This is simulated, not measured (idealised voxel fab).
You're looking at the process module voxel gate over fins.
Displayed cross-section: cut, width of 235 nm, square cells sized 5 nm.
Cross-section layout: square cells on a grid; listed as bands, top to bottom; a band spans one or more cell rows.
Each band's line starts with the height of the band's top and of its bottom, in nm. Then come its materials from left to right, each with its width in nm. One material with "everywhere" fills the band from edge to edge. "empty" is empty space.
Height is counted from the level 0, under which the received wafer is composed throughout of one material. The lowest of the bands is not closed at the bottom but continues downward, in the notation "0 -> down".
A width given as "30 to 40" starts at the first number in the band's top row and ends at the second number in its bottom row, shifting by an equal amount at every step from row to row.
Key: "nothing altered" - step with no changed cell in the cross-section.
Closed empty spaces (no open way to the top) of 8 cells or more are what "Unvented internal voids" lists, each as width x height at distance from the left edge, nm for all three.
Whatever follows a step's settings on its line is a remark the simulator itself makes about that step.
overlay nm: mask offset rightward from planned place, masked step; negative means leftward offset.
## Here's what the planned process steps look like
1 RECEIVE: material Si
2 CONFORMAL_DEP: material SiN, thk nm 5
3 PATTERN: tone cover, mask id FINS, material resist, width nm 15, pitch nm 35, thk nm 15, overlay nm 0
4 DIRECTIONAL_ETCH: etch materials SiN, depth nm 5
5 DIRECTIONAL_ETCH: etch materials Si, depth nm 35
6 STRIP: etch materials resist
7 FILL_DEP: material SiO2, thk nm 5
8 CMP: height nm 5
9 SELECTIVE_ETCH: etch materials SiO2, depth nm 15
10 STRIP: etch materials SiN
11 CONFORMAL_DEP: material HfO2, thk nm 5
12 CONFORMAL_DEP: material TiN, thk nm 5
13 FILL_DEP: material W, thk nm 10
14 CMP: height nm 5
15 CONFORMAL_DEP: material SiN, thk nm 5
It is noted that the wafers described herein are identical at the outset and are distinguished by the height nm of step 14; the value stated in the plan corresponds to the first wafer.
## Step 1 complete: as-received cross-section of the first of several wafers
* 0 -> down  Si everywhere
* Unvented internal voids: none
## Basically each wafer gets a line in the table, showing it at the end of the module: material by material, the cells it gained (+) or lost (-) since we got it, then its closed voids
height nm 5 | +59 HfO2 | -266 Si | +47 SiN | +190 SiO2 | +38 TiN | +26 W | Unvented internal voids: none
height nm 10 | +59 HfO2 | -266 Si | +47 SiN | +190 SiO2 | +59 TiN | +52 W | Unvented internal voids: none
height nm 15 | +59 HfO2 | -266 Si | +47 SiN | +190 SiO2 | +59 TiN | +99 W | Unvented internal voids: none
height nm 20 | +59 HfO2 | -266 Si | +47 SiN | +190 SiO2 | +59 TiN | +146 W | Unvented internal voids: none
